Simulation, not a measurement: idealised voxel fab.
The name of this process module is voxel transistor to metal.
For reference, the cross-section in this document is cut, with width 185 nm and square cells of 5 nm.
Throughout this document, each cross-section is represented as a grid of square cells and is presented as a sequence of bands enumerated from the top downward, where a band comprises one or more rows of cells. Band: top and bottom heights (nm) first, top before bottom; then materials from left to right, widths in nm. "edge to edge" marks a sole material filling the band edge to edge. "air" denotes empty space. The reference from which all heights are counted is 0, the level beneath which the as-received wafer is entirely one material; the lowest band, having no lower bound, proceeds downward and is written after the example "0 and below". The expression "30->40" gives the width at the extremes of the band, the first number at its top row of cells and the second at its bottom row, with the width changing by equal amounts from each row to the next in between. You'll sometimes find "nothing was modified" written for a step, and that's the way of saying that nowhere in the cross-section did a cell change during that step. In "Completely sealed voids" the enclosed voids are listed, meaning empty spaces of 8 cells or larger without any opening to the top. The form is width x height at distance, distance from the left edge, units nm. Past the settings on a step's line: simulator remark, on that step. When a step includes a mask, the "overlay nm" setting on its line states how far to the right of its planned place that mask lay, and negative values state how far to the left.

THESE ARE THE STEPS WE PLANNED FOR THE PROCESS
1. RECEIVE, material Si
2. CONFORMAL_DEP, material SiO2, thk nm 5
3. CONFORMAL_DEP, material SiN, thk nm 10
4. DIRECTIONAL_DEP, material aC, thk nm 10
5. PATTERN, tone cover, mask id ACTIVE, material resist, width nm 95, thk nm 30, overlay nm 0
6. DIRECTIONAL_ETCH, etch materials aC, depth nm 10
7. STRIP, etch materials resist
8. DIRECTIONAL_ETCH, etch materials SiN, depth nm 10
9. DIRECTIONAL_ETCH, etch materials SiO2, depth nm 5
10. DIRECTIONAL_ETCH, etch materials Si, depth nm 25
11. STRIP, etch materials aC
12. FILL_DEP, material SiO2, thk nm 15
13. CMP, height nm 15
14. SELECTIVE_ETCH, etch materials SiO2, depth nm 5
15. STRIP, etch materials SiN
16. SELECTIVE_ETCH, etch materials SiO2, depth nm 5
17. OXIDIZE, depth nm 5
18. DIRECTIONAL_DEP, material polySi, thk nm 25
19. DIRECTIONAL_DEP, material SiCN, thk nm 15
20. MASKED_ETCH, tone cover, mask id GATE, width nm 25, etch materials SiCN, depth nm 25, overlay nm 0
21. MASKED_ETCH, tone cover, mask id GATE, width nm 25, etch materials polySi, depth nm 35, overlay nm 0
22. CONFORMAL_DEP, material SiN, thk nm 5
23. DIRECTIONAL_ETCH, etch materials SiN, depth nm 5
24. DIRECTIONAL_ETCH, etch materials SiO2, depth nm 5
25. EPI, material SiGe, thk nm 5
26. FILL_DEP, material SiO2, thk nm 10
27. CMP, height nm 25
28. STRIP, etch materials polySi
29. SELECTIVE_ETCH, etch materials SiO2, depth nm 5
30. CONFORMAL_DEP, material HfO2, thk nm 5
31. CONFORMAL_DEP, material TiN, thk nm 5
32. FILL_DEP, material W, thk nm 10
33. CMP, height nm 20
34. DIRECTIONAL_DEP, material SiO2, thk nm 15
35. MASKED_ETCH, tone open, mask id CONTACT, width nm 15, pitch nm 70, etch materials SiO2, depth nm 35, overlay nm 0
36. CONFORMAL_DEP, material TiN, thk nm 5
37. FILL_DEP, material Ru, thk nm 5
38. CMP, height nm 35
39. DIRECTIONAL_DEP, material TiN, thk nm 5
40. DIRECTIONAL_DEP, material Ru, thk nm 15
41. MASKED_ETCH, tone cover, mask id METAL_1, width nm 15, pitch nm 70, etch materials Ru, depth nm 15, overlay nm 0
42. MASKED_ETCH, tone cover, mask id METAL_1, width nm 15, pitch nm 70, etch materials TiN, depth nm 5, overlay nm 0
43. CONFORMAL_DEP, material SiCN, thk nm 5
44. FILL_DEP, material lowk, thk nm 5
45. CMP, height nm 55
46. CONFORMAL_DEP, material SiCN, thk nm 5
47. DIRECTIONAL_DEP, material lowk, thk nm 25
48. DIRECTIONAL_DEP, material aC, thk nm 10
49. PATTERN, tone open, mask id METAL_2, material resist, width nm 15, pitch nm 70, thk nm 30, overlay nm 0
50. DIRECTIONAL_ETCH, etch materials aC, depth nm 10
51. STRIP, etch materials resist
52. DIRECTIONAL_ETCH, etch materials lowk, depth nm 15
53. STRIP, etch materials aC
54. MASKED_ETCH, tone open, mask id METAL_2_HOLES, width nm 15, pitch nm 70, etch materials lowk, depth nm 10, overlay nm 0
55. MASKED_ETCH, tone open, mask id METAL_2_HOLES, width nm 15, pitch nm 70, etch materials SiCN, depth nm 5, overlay nm 0
56. CONFORMAL_DEP, material TiN, thk nm 5
57. FILL_DEP, material Cu, thk nm 5
58. CMP, height nm 85
59. CONFORMAL_DEP, material SiCN, thk nm 5

CROSS-SECTION OF THE WAFER AT RECEIPT, WHICH IS THE CONDITION AFTER STEP 1
0 and below = Si edge to edge
Completely sealed voids: none

WAFER CROSS-SECTION AT END OF MODULE: START AND PLAN AS SHOWN ABOVE, ONE EXECUTION ERROR
90 down to 85 = SiCN edge to edge
85 down to 60 = lowk=50  TiN=5  Cu=5  TiN=5  lowk=55  TiN=5  Cu=5  TiN=5  lowk=50
60 down to 55 = SiCN=50  TiN=15  SiCN=55  TiN=15  SiCN=50
55 down to 40 = aC edge to edge
40 down to 35 = TiN edge to edge
35 down to 20 = SiO2=50  TiN=5  Ru=5  TiN=5  SiO2=55  TiN=5  Ru=5  TiN=5  SiO2=50
20 down to 5 = SiO2=50  TiN=5  Ru=5  TiN=5  SiO2=10  SiN=5  HfO2=5  TiN=5  W=5  TiN=5  HfO2=5  SiN=5  SiO2=10  TiN=5  Ru=5  TiN=5  SiO2=50
5 down to 0 = SiO2=40  SiN=5  SiO2=5  TiN=15  SiO2=10  SiN=5  HfO2=5  TiN=15  HfO2=5  SiN=5  SiO2=10  TiN=15  SiO2=5  SiN=5  SiO2=40
0 down to -5 = SiO2=45  SiGe=30  HfO2=35  SiGe=30  SiO2=45
-5 down to -25 = SiO2=45  Si=95  SiO2=45
-25 and below = Si edge to edge
Completely sealed voids: none
Heads up, the wafer didn't run the way we planned it: step 40 did not happen as planned, as run it was DIRECTIONAL_DEP, material aC, thk nm 15
